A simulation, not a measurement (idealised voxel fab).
process module | voxel self aligned vias
cross-section cut | 300 nm wide | cells 5 nm
A cross-section is a grid of square cells, given in bands from the top down. A band is one or more rows of cells.
Each band's line starts with the height of the band's top and of its bottom, in nm. Then come its materials from left to right, each with its width in nm. One material with "throughout" fills the band from edge to edge. "air" is empty space.
Height 0 is the level under which the wafer as received is all one material. The lowest band goes on downwards, as in "0 down".
A width such as "30 to 40" changes by the same amount from each row of cells to the next, from the band's top row to its bottom row.
"no change" after a step means that no cell of the cross-section changed.
closed voids: empty space of 8 cells or more with no open way to the top, each as width x height at its distance from the left edge, in nm
after a step's settings: what the simulator itself notes on the step
overlay nm, on a step with a mask: how far to the right of its planned place the mask lay; to the left if negative
plan
1 op RECEIVE | material Si
2 op CONFORMAL_DEP | material SiO2 | thk nm 15
3 op CONFORMAL_DEP | material SiCN | thk nm 5
4 op DIRECTIONAL_DEP | material lowk | thk nm 30
5 op MASKED_ETCH | tone open | mask id LINES | width nm 20 | pitch nm 60 | etch materials lowk | depth nm 30 | overlay nm 0
6 op CONFORMAL_DEP | material TiN | thk nm 5
7 op FILL_DEP | material Ru | thk nm 10
8 op CMP | height nm 50
9 op SELECTIVE_ETCH | etch materials W Ru TiN | depth nm 5
10 op FILL_DEP | material SiN | thk nm 10
11 op CMP | height nm 50
12 op DIRECTIONAL_DEP | material lowk | thk nm 20
13 op MASKED_ETCH | tone open | mask id VIAS | width nm 30 | pitch nm 60 | etch materials lowk | depth nm 20 | overlay nm 0
14 op MASKED_ETCH | tone open | mask id VIAS | width nm 30 | pitch nm 60 | etch materials SiN | depth nm 5 | overlay nm 0
15 op CONFORMAL_DEP | material TiN | thk nm 5
16 op FILL_DEP | material Cu | thk nm 10
17 op CMP | height nm 70
18 op CONFORMAL_DEP | material SiN | thk nm 5
as received, after step 1
  0 down: Si throughout
  closed voids: none
first wafer at the end, as planned
  75 to 70: SiN throughout
  70 to 55: lowk 75 | TiN 5 | Cu 20 | TiN 5 | lowk 30 | TiN 5 | Cu 20 | TiN 5 | lowk 30 | TiN 5 | Cu 20 | TiN 5 | lowk 75
  55 to 50: lowk 75 | TiN 10 | Cu 10 | TiN 10 | lowk 30 | TiN 10 | Cu 10 | TiN 10 | lowk 30 | TiN 10 | Cu 10 | TiN 10 | lowk 75
  50 to 45: lowk 80 | TiN 20 | lowk 40 | TiN 20 | lowk 40 | TiN 20 | lowk 80
  45 to 25: lowk 80 | TiN 5 | Ru 10 | TiN 5 | lowk 40 | TiN 5 | Ru 10 | TiN 5 | lowk 40 | TiN 5 | Ru 10 | TiN 5 | lowk 80
  25 to 20: lowk 80 | TiN 20 | lowk 40 | TiN 20 | lowk 40 | TiN 20 | lowk 80
  20 to 15: SiCN throughout
  15 to 0: SiO2 throughout
  0 down: Si throughout
  closed voids: none
second wafer at the end: like start, like plan, one mistake
  75 to 70: SiN throughout
  70 to 55: lowk 85 | TiN 5 | Cu 20 | TiN 5 | lowk 30 | TiN 5 | Cu 20 | TiN 5 | lowk 30 | TiN 5 | Cu 20 | TiN 5 | lowk 65
  55 to 50: lowk 85 | TiN 5 | Cu 5 | TiN 20 | lowk 30 | TiN 5 | Cu 5 | TiN 20 | lowk 30 | TiN 5 | Cu 5 | TiN 20 | lowk 65
  50 to 45: lowk 80 | SiN 5 | TiN 15 | lowk 40 | SiN 5 | TiN 15 | lowk 40 | SiN 5 | TiN 15 | lowk 80
  45 to 25: lowk 80 | TiN 5 | Ru 10 | TiN 5 | lowk 40 | TiN 5 | Ru 10 | TiN 5 | lowk 40 | TiN 5 | Ru 10 | TiN 5 | lowk 80
  25 to 20: lowk 80 | TiN 20 | lowk 40 | TiN 20 | lowk 40 | TiN 20 | lowk 80
  20 to 15: SiCN throughout
  15 to 0: SiO2 throughout
  0 down: Si throughout
  closed voids: none
what went wrong: step 13 ran as: op MASKED_ETCH | tone open | mask id VIAS | width nm 30 | pitch nm 60 | etch materials lowk | depth nm 20 | overlay nm 10
at the end the second wafer has, in cells: 3 fewer of Cu | 3 more of SiN
